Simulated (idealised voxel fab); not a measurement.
Presented below is a process module, voxel wiring stack.
The width of the displayed cross-section, cut, is 300 nm; its cells are square, with a size of 5 nm.
Just so we're on the same page, the cross-sections are grids of square cells, and they're listed out in bands top to bottom, each band one or more rows deep. Band: top and bottom heights (nm) first, top before bottom; then materials from left to right, widths in nm. "everywhere" marks a sole material filling the band edge to edge. "blank" denotes empty space. Below 0: as-received wafer, all one material; heights counted from there. Lowest band: no bottom, goes on down, written "z 0 and below". Quick explanation for "30..40": the width changes in equal steps down the rows of cells, from the first number in the band's top row to the second number in its bottom row. Step note "no alterations made" = no cross-section cell changed. This entry, "Voids, enclosed", enumerates those empty regions of no fewer than 8 cells that possess no open connection to the top. Each region is reported in the form width x height at distance, the distance being taken from the left edge, with all three quantities expressed in nm. after a step's settings: what the simulator itself notes on the step. overlay nm: how far to the right of its planned place the mask lay on this masked step (negative: to the left).
Process steps (planned):
step 1: RECEIVE [material Si]
step 2: CONFORMAL_DEP [material SiO2] [thk nm 10]
step 3: DIRECTIONAL_DEP [material TiN] [thk nm 5]
step 4: DIRECTIONAL_DEP [material W] [thk nm 15]
step 5: PATTERN [tone cover] [mask id METAL_1] [material resist] [width nm 30] [pitch nm 50] [thk nm 20] [overlay nm 0]
step 6: DIRECTIONAL_ETCH [etch materials W] [depth nm 15]
step 7: DIRECTIONAL_ETCH [etch materials TiN] [depth nm 5]
step 8: STRIP [etch materials resist]
step 9: FILL_DEP [material lowk] [thk nm 10]
step 10: CMP [height nm 30]
step 11: CONFORMAL_DEP [material SiCN] [thk nm 5]
step 12: DIRECTIONAL_DEP [material lowk] [thk nm 10]
step 13: PATTERN [tone open] [mask id PLUG_1] [material resist] [width nm 15] [pitch nm 50] [thk nm 20] [overlay nm 0]
step 14: DIRECTIONAL_ETCH [etch materials lowk] [depth nm 10]
step 15: DIRECTIONAL_ETCH [etch materials SiCN] [depth nm 5]
step 16: STRIP [etch materials resist]
step 17: EPI [material Ru] [thk nm 10]
step 18: EPI [material Ru] [thk nm 5]
step 19: CONFORMAL_DEP [material SiCN] [thk nm 5]
step 20: DIRECTIONAL_DEP [material SiO2] [thk nm 15]
step 21: DIRECTIONAL_DEP [material aC] [thk nm 10]
step 22: PATTERN [tone open] [mask id METAL_2] [material resist] [width nm 30] [pitch nm 50] [thk nm 30] [overlay nm 0]
step 23: DIRECTIONAL_ETCH [etch materials aC] [depth nm 10]
step 24: STRIP [etch materials resist]
step 25: DIRECTIONAL_ETCH [etch materials SiO2] [depth nm 15]
step 26: DIRECTIONAL_ETCH [etch materials SiCN] [depth nm 5]
step 27: STRIP [etch materials aC]
step 28: CONFORMAL_DEP [material TiN] [thk nm 5]
step 29: FILL_DEP [material Ru] [thk nm 10]
step 30: CMP [height nm 65]
step 31: EPI [material Ru] [thk nm 5]
step 32: FILL_DEP [material SiCN] [thk nm 5]
As received (post step 1): cross-section:
  z 0 and below = Si everywhere
  Voids, enclosed: none
First of two wafers at the end of the module, shown in cross-section; run carried out as planned:
  z 75 to 70 = SiCN everywhere
  z 70 to 65 = SiCN 80 nm / Ru 40 nm / SiCN 10 nm / Ru 40 nm / SiCN 10 nm / Ru 40 nm / SiCN 80 nm
  z 65 to 50 = SiO2 85 nm / TiN 5 nm / Ru 20 nm / TiN 5 nm / SiO2 20 nm / TiN 5 nm / Ru 20 nm / TiN 5 nm / SiO2 20 nm / TiN 5 nm / Ru 20 nm / TiN 5 nm / SiO2 85 nm
  z 50 to 45 = SiCN 85 nm / TiN 30 nm / SiCN 20 nm / TiN 30 nm / SiCN 20 nm / TiN 30 nm / SiCN 85 nm
  z 45 to 35 = lowk 85 nm / Ru 15 nm / lowk 35 nm / Ru 15 nm / lowk 35 nm / Ru 15 nm / lowk 100 nm
  z 35 to 30 = SiCN 85 nm / Ru 15 nm / SiCN 35 nm / Ru 15 nm / SiCN 35 nm / Ru 15 nm / SiCN 100 nm
  z 30 to 15 = lowk 85 nm / W 30 nm / lowk 20 nm / W 30 nm / lowk 20 nm / W 30 nm / lowk 85 nm
  z 15 to 10 = lowk 85 nm / TiN 30 nm / lowk 20 nm / TiN 30 nm / lowk 20 nm / TiN 30 nm / lowk 85 nm
  z 10 to 0 = SiO2 everywhere
  z 0 and below = Si everywhere
  Voids, enclosed: none
Here's the second of our two wafers sectioned at module end. Same start as the first, same plan, but one mistake got made running it:
  z 75 to 70 = SiCN everywhere
  z 70 to 65 = SiCN 80 nm / Ru 40 nm / SiCN 10 nm / Ru 40 nm / SiCN 10 nm / Ru 40 nm / SiCN 80 nm
  z 65 to 50 = SiO2 85 nm / TiN 5 nm / Ru 20 nm / TiN 5 nm / SiO2 20 nm / TiN 5 nm / Ru 20 nm / TiN 5 nm / SiO2 20 nm / TiN 5 nm / Ru 20 nm / TiN 5 nm / SiO2 85 nm
  z 50 to 45 = SiCN 85 nm / TiN 30 nm / SiCN 20 nm / TiN 30 nm / SiCN 20 nm / TiN 30 nm / SiCN 85 nm
  z 45 to 35 = lowk 80 nm / Ru 25 nm / lowk 25 nm / Ru 25 nm / lowk 25 nm / Ru 25 nm / lowk 95 nm
  z 35 to 30 = SiCN 80 nm / Ru 25 nm / SiCN 25 nm / Ru 25 nm / SiCN 25 nm / Ru 25 nm / SiCN 95 nm
  z 30 to 15 = lowk 85 nm / W 30 nm / lowk 20 nm / W 30 nm / lowk 20 nm / W 30 nm / lowk 85 nm
  z 15 to 10 = lowk 85 nm / TiN 30 nm / lowk 20 nm / TiN 30 nm / lowk 20 nm / TiN 30 nm / lowk 85 nm
  z 10 to 0 = SiO2 everywhere
  z 0 and below = Si everywhere
  Voids, enclosed: none
So what did we get wrong on this run? not per plan at step 13, really ran PATTERN [tone open] [mask id PLUG_1] [material resist] [width nm 25] [pitch nm 50] [thk nm 20] [overlay nm 0]
End of process, cell counts, second wafer against first, materials with more or fewer: Ru +18; SiCN -6; lowk -12
